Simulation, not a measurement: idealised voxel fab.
Process module name: voxel self aligned contacts
Displayed cross-section: cut, width of 170 nm, square cells sized 5 nm.
Square cells in a grid make up a cross-section in this document, and the grid is given as bands, listed from the top down, each one or more rows of cells. In this notation a band is specified by the heights of its top and bottom, in that order and in nm, after which its materials appear from left to right, each paired with its width in nm. The word "everywhere" attached to a single material means that material fills the band from edge to edge; the word "air" stands for empty space. Height reference: 0 = level under which incoming wafer is all one material. Lowest band: no bottom, runs on downward, e.g. "top 0, no bottom". Width "30->40": first value at the band's top row of cells, second value at its bottom row, equal change from row to row. "changes: none" means the step left every cell of the cross-section as it was. Basically, "Enclosed void list" tells you about the enclosed voids: empty spaces with no open way to the top, 8 cells or bigger, each written width x height at distance, where distance is from the left edge, all in nm. Past the settings on a step's line: simulator remark, on that step. Regarding "overlay nm": on a step with a mask, it is the distance the mask lay to the right of its planned place; a negative value places it to the left.
The steps planned for the process are as follows:
1) RECEIVE [material Si]
2) CONFORMAL_DEP [material SiO2] [thk nm 5]
3) DIRECTIONAL_DEP [material polySi] [thk nm 30]
4) DIRECTIONAL_DEP [material SiN] [thk nm 15]
5) DIRECTIONAL_DEP [material aC] [thk nm 10]
6) PATTERN [tone cover] [mask id GATE] [material resist] [width nm 25] [pitch nm 55] [thk nm 30] [overlay nm 0]
7) DIRECTIONAL_ETCH [etch materials aC] [depth nm 10]
8) STRIP [etch materials resist]
9) DIRECTIONAL_ETCH [etch materials SiN] [depth nm 15]
10) DIRECTIONAL_ETCH [etch materials polySi] [depth nm 30]
11) STRIP [etch materials aC]
12) CONFORMAL_DEP [material SiN] [thk nm 5]
13) DIRECTIONAL_ETCH [etch materials SiN] [depth nm 5]
14) FILL_DEP [material SiO2] [thk nm 20]
15) CMP [height nm 60]
16) MASKED_ETCH [tone open] [mask id CONTACT] [width nm 40] [pitch nm 55] [etch materials SiO2] [depth nm 60] [overlay nm 0]
17) CONFORMAL_DEP [material TiN] [thk nm 5]
18) FILL_DEP [material W] [thk nm 10]
19) CMP [height nm 60]
20) CONFORMAL_DEP [material SiCN] [thk nm 5]
Incoming wafer in cross-section (state: after step 1):
> top 0, no bottom  Si everywhere
> Enclosed void list: none
Module complete, cross-section. Starting point and plan per above. One mistake made in running the module:
> top 65, bottom 60  SiCN everywhere
> top 60, bottom 45  SiO2 (35) / TiN (5) / W (30) / TiN (5) / SiO2 (15) / TiN (5) / W (30) / TiN (5) / SiO2 (40)
> top 45, bottom 40  SiO2 (35) / TiN (15) / W (10) / TiN (15) / SiO2 (15) / TiN (15) / W (10) / TiN (15) / SiO2 (40)
> top 40, bottom 25  SiO2 (10) / SiN (35) / TiN (5) / W (10) / TiN (5) / SiN (35) / TiN (5) / W (10) / TiN (5) / SiN (35) / SiO2 (15)
> top 25, bottom 5  SiO2 (10) / SiN (5) / polySi (25) / SiN (5) / TiN (5) / W (10) / TiN (5) / SiN (5) / polySi (25) / SiN (5) / TiN (5) / W (10) / TiN (5) / SiN (5) / polySi (25) / SiN (5) / SiO2 (15)
> top 5, bottom 0  SiO2 (45) / TiN (20) / SiO2 (35) / TiN (20) / SiO2 (50)
> top 0, no bottom  Si everywhere
> Enclosed void list: none
Heads up, the wafer didn't run the way we planned it: step 3 was processed under conditions differing from the plan, specifically as DIRECTIONAL_DEP [material polySi] [thk nm 20]
